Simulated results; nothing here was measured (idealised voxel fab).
The name of this process module is voxel self aligned contacts.
Square cells of 5 nm make up the cross-section cut, whose width is 300 nm.
If you're reading a cross-section in this doc, picture square cells in a grid; it comes to you as bands, top ones listed first down to the bottom, and a band can be one or more rows of cells. Look at the band entry: it leads with the top's height and the bottom's height in nm. Then it lists the materials left to right, with a width in nm for each. The word "everywhere" on a single material says that material fills the band edge to edge. The word "empty" is empty space. The level at which height equals 0 is the one under which the wafer, as it arrives, is entirely one material. No lower edge exists for the bottom band, which continues downward and is notated as in "0 down". So if you see something like "30 to 40" for the width, read it as the top row of the band sitting at the first number and the bottom row at the second, with every row in between moving by the same amount as the last. Any step labelled "nothing different" changed none of the cells in the cross-section. Enclosed voids (no open way to top), threshold 8 cells or more, entry "Trapped void list", notation width x height at distance, distance from left edge, nm. Note: text after step settings on the step line = simulator remark on that step. "overlay nm" denotes, for a step that has a mask, the displacement of the mask to the right of its planned place, with negative values corresponding to the left.
**Process steps foreseen in the plan**
- 1: RECEIVE [material Si]
- 2: OXIDIZE [depth nm 5]
- 3: DIRECTIONAL_DEP [material polySi] [thk nm 30]
- 4: DIRECTIONAL_DEP [material SiN] [thk nm 20]
- 5: DIRECTIONAL_DEP [material aC] [thk nm 10]
- 6: PATTERN [tone cover] [mask id GATE] [material resist] [width nm 30] [pitch nm 65] [thk nm 30] [overlay nm 0]
- 7: DIRECTIONAL_ETCH [etch materials aC] [depth nm 10]
- 8: STRIP [etch materials resist]
- 9: DIRECTIONAL_ETCH [etch materials SiN] [depth nm 20]
- 10: DIRECTIONAL_ETCH [etch materials polySi] [depth nm 30]
- 11: STRIP [etch materials aC]
- 12: CONFORMAL_DEP [material SiN] [thk nm 5]
- 13: DIRECTIONAL_ETCH [etch materials SiN] [depth nm 5]
- 14: FILL_DEP [material SiO2] [thk nm 10]
- 15: CMP [height nm 55]
- 16: MASKED_ETCH [tone open] [mask id CONTACT] [width nm 45] [pitch nm 65] [etch materials SiO2] [depth nm 60] [overlay nm 0]
- 17: CONFORMAL_DEP [material TiN] [thk nm 5]
- 18: FILL_DEP [material Ru] [thk nm 10]
- 19: CMP [height nm 55]
- 20: CONFORMAL_DEP [material SiN] [thk nm 5]
**So, the first of our two wafers, run just as we planned it**
**Cross-section: wafer on arrival = after step 1**
0 down | Si everywhere
Trapped void list: none
**Cross-section: wafer state after step 2**
0 to -5 | SiO2 everywhere
Below -5 it's all the same as before, nothing changed down there.
**Cross-section: wafer state after step 3**
30 to 0 | polySi everywhere
Below 0 it's all the same as before, nothing changed down there.
**Cross-section: wafer state after step 4**
50 to 30 | SiN everywhere
Below 30 it's all the same as before, nothing changed down there.
**Cross-section: wafer state after step 5**
60 to 50 | aC everywhere
Below 50 it's all the same as before, nothing changed down there.
**Cross-section: wafer state after step 6**
90 to 60 | empty (70)  resist (30)  empty (35)  resist (30)  empty (35)  resist (30)  empty (70)
Below 60 it's all the same as before, nothing changed down there.
**Cross-section: wafer state after step 7**
80 to 60 | empty (70)  resist (30)  empty (35)  resist (30)  empty (35)  resist (30)  empty (70)
60 to 50 | empty (70)  aC (30)  empty (35)  aC (30)  empty (35)  aC (30)  empty (70)
Below 50 it's all the same as before, nothing changed down there.
**Cross-section: wafer state after step 8**
60 to 50 | empty (70)  aC (30)  empty (35)  aC (30)  empty (35)  aC (30)  empty (70)
Below 50 it's all the same as before, nothing changed down there.
**Cross-section: wafer state after step 9**
60 to 50 | empty (70)  aC (30)  empty (35)  aC (30)  empty (35)  aC (30)  empty (70)
50 to 30 | empty (70)  SiN (30)  empty (35)  SiN (30)  empty (35)  SiN (30)  empty (70)
Below 30 it's all the same as before, nothing changed down there.
**Cross-section: wafer state after step 10**
60 to 50 | empty (70)  aC (30)  empty (35)  aC (30)  empty (35)  aC (30)  empty (70)
50 to 30 | empty (70)  SiN (30)  empty (35)  SiN (30)  empty (35)  SiN (30)  empty (70)
30 to 0 | empty (70)  polySi (30)  empty (35)  polySi (30)  empty (35)  polySi (30)  empty (70)
Below 0 it's all the same as before, nothing changed down there.
**Cross-section: wafer state after step 11**
50 to 30 | empty (70)  SiN (30)  empty (35)  SiN (30)  empty (35)  SiN (30)  empty (70)
Below 30 it's all the same as before, nothing changed down there.
**Cross-section: wafer state after step 12**
55 to 30 | empty (65)  SiN (40)  empty (25)  SiN (40)  empty (25)  SiN (40)  empty (65)
30 to 5 | empty (65)  SiN (5)  polySi (30)  SiN (5)  empty (25)  SiN (5)  polySi (30)  SiN (5)  empty (25)  SiN (5)  polySi (30)  SiN (5)  empty (65)
5 to 0 | SiN (70)  polySi (30)  SiN (35)  polySi (30)  SiN (35)  polySi (30)  SiN (70)
Below 0 it's all the same as before, nothing changed down there.
**Cross-section: wafer state after step 13**
50 to 30 | empty (65)  SiN (40)  empty (25)  SiN (40)  empty (25)  SiN (40)  empty (65)
30 to 0 | empty (65)  SiN (5)  polySi (30)  SiN (5)  empty (25)  SiN (5)  polySi (30)  SiN (5)  empty (25)  SiN (5)  polySi (30)  SiN (5)  empty (65)
Below 0 it's all the same as before, nothing changed down there.
**Cross-section: wafer state after step 14**
60 to 50 | SiO2 everywhere
50 to 30 | SiO2 (65)  SiN (40)  SiO2 (25)  SiN (40)  SiO2 (25)  SiN (40)  SiO2 (65)
30 to 0 | SiO2 (65)  SiN (5)  polySi (30)  SiN (5)  SiO2 (25)  SiN (5)  polySi (30)  SiN (5)  SiO2 (25)  SiN (5)  polySi (30)  SiN (5)  SiO2 (65)
Below 0 it's all the same as before, nothing changed down there.
**Cross-section: wafer state after step 15**
55 to 50 | SiO2 everywhere
Below 50 it's all the same as before, nothing changed down there.
**Cross-section: wafer state after step 16**
55 to 50 | SiO2 (95)  empty (45)  SiO2 (20)  empty (45)  SiO2 (95)
50 to 30 | SiO2 (65)  SiN (40)  empty (25)  SiN (40)  empty (25)  SiN (40)  SiO2 (65)
30 to 0 | SiO2 (65)  SiN (5)  polySi (30)  SiN (5)  empty (25)  SiN (5)  polySi (30)  SiN (5)  empty (25)  SiN (5)  polySi (30)  SiN (5)  SiO2 (65)
0 to -5 | SiO2 (105)  empty (25)  SiO2 (40)  empty (25)  SiO2 (105)
Below -5 it's all the same as before, nothing changed down there.
**Cross-section: wafer state after step 17**
60 to 55 | TiN (100)  empty (35)  TiN (30)  empty (35)  TiN (100)
55 to 50 | SiO2 (95)  TiN (15)  empty (15)  TiN (15)  SiO2 (20)  TiN (15)  empty (15)  TiN (15)  SiO2 (95)
50 to 30 | SiO2 (65)  SiN (40)  TiN (5)  empty (15)  TiN (5)  SiN (40)  TiN (5)  empty (15)  TiN (5)  SiN (40)  SiO2 (65)
30 to 0 | SiO2 (65)  SiN (5)  polySi (30)  SiN (5)  TiN (5)  empty (15)  TiN (5)  SiN (5)  polySi (30)  SiN (5)  TiN (5)  empty (15)  TiN (5)  SiN (5)  polySi (30)  SiN (5)  SiO2 (65)
0 to -5 | SiO2 (105)  TiN (25)  SiO2 (40)  TiN (25)  SiO2 (105)
Below -5 it's all the same as before, nothing changed down there.
**Cross-section: wafer state after step 18**
70 to 60 | Ru everywhere
60 to 55 | TiN (100)  Ru (35)  TiN (30)  Ru (35)  TiN (100)
55 to 50 | SiO2 (95)  TiN (15)  Ru (15)  TiN (15)  SiO2 (20)  TiN (15)  Ru (15)  TiN (15)  SiO2 (95)
50 to 30 | SiO2 (65)  SiN (40)  TiN (5)  Ru (15)  TiN (5)  SiN (40)  TiN (5)  Ru (15)  TiN (5)  SiN (40)  SiO2 (65)
30 to 0 | SiO2 (65)  SiN (5)  polySi (30)  SiN (5)  TiN (5)  Ru (15)  TiN (5)  SiN (5)  polySi (30)  SiN (5)  TiN (5)  Ru (15)  TiN (5)  SiN (5)  polySi (30)  SiN (5)  SiO2 (65)
Below 0 it's all the same as before, nothing changed down there.
**Cross-section: wafer state after step 19**
55 to 50 | SiO2 (95)  TiN (15)  Ru (15)  TiN (15)  SiO2 (20)  TiN (15)  Ru (15)  TiN (15)  SiO2 (95)
Below 50 it's all the same as before, nothing changed down there.
**Cross-section: wafer state after step 20**
60 to 55 | SiN everywhere
Below 55 it's all the same as before, nothing changed down there.
**Wafer two. Same start, same plan, one slip in execution. Same as wafer one through step 15, inclusive**
**Look at the second wafer in cross-section at the time step 16 ought to have finished**
55 to 50 | empty (95)  SiO2 (45)  empty (20)  SiO2 (45)  empty (95)
50 to 30 | empty (65)  SiN (40)  SiO2 (25)  SiN (40)  SiO2 (25)  SiN (40)  empty (65)
30 to 0 | empty (65)  SiN (5)  polySi (30)  SiN (5)  SiO2 (25)  SiN (5)  polySi (30)  SiN (5)  SiO2 (25)  SiN (5)  polySi (30)  SiN (5)  empty (65)
0 to -5 | empty (65)  SiO2 (170)  empty (65)
Below -5 it's all the same as before, nothing changed down there.
**Look at the second wafer in cross-section at the time step 17 ought to have finished**
60 to 55 | empty (90)  TiN (55)  empty (10)  TiN (55)  empty (90)
55 to 50 | empty (60)  TiN (35)  SiO2 (45)  TiN (20)  SiO2 (45)  TiN (35)  empty (60)
50 to 30 | empty (60)  TiN (5)  SiN (40)  SiO2 (25)  SiN (40)  SiO2 (25)  SiN (40)  TiN (5)  empty (60)
30 to 0 | empty (60)  TiN (5)  SiN (5)  polySi (30)  SiN (5)  SiO2 (25)  SiN (5)  polySi (30)  SiN (5)  SiO2 (25)  SiN (5)  polySi (30)  SiN (5)  TiN (5)  empty (60)
0 to -5 | TiN (65)  SiO2 (170)  TiN (65)
Below -5 it's all the same as before, nothing changed down there.
**Look at the second wafer in cross-section at the time step 18 ought to have finished**
70 to 60 | Ru everywhere
60 to 55 | Ru (90)  TiN (55)  Ru (10)  TiN (55)  Ru (90)
55 to 50 | Ru (60)  TiN (35)  SiO2 (45)  TiN (20)  SiO2 (45)  TiN (35)  Ru (60)
50 to 30 | Ru (60)  TiN (5)  SiN (40)  SiO2 (25)  SiN (40)  SiO2 (25)  SiN (40)  TiN (5)  Ru (60)
30 to 0 | Ru (60)  TiN (5)  SiN (5)  polySi (30)  SiN (5)  SiO2 (25)  SiN (5)  polySi (30)  SiN (5)  SiO2 (25)  SiN (5)  polySi (30)  SiN (5)  TiN (5)  Ru (60)
Below 0 it's all the same as before, nothing changed down there.
**Look at the second wafer in cross-section at the time step 19 ought to have finished**
55 to 50 | Ru (60)  TiN (35)  SiO2 (45)  TiN (20)  SiO2 (45)  TiN (35)  Ru (60)
Below 50 it's all the same as before, nothing changed down there.
**Look at the second wafer in cross-section at the time step 20 ought to have finished**
60 to 55 | SiN everywhere
Below 55 it's all the same as before, nothing changed down there.
Run error: step 16 ran differently from the plan; actual operation with settings: MASKED_ETCH [tone cover] [mask id CONTACT] [width nm 45] [pitch nm 65] [etch materials SiO2] [depth nm 60] [overlay nm 0]
FYI, end of process, the second wafer has more or fewer cells of some materials than the first: +198 Ru | -200 SiO2 | +2 TiN
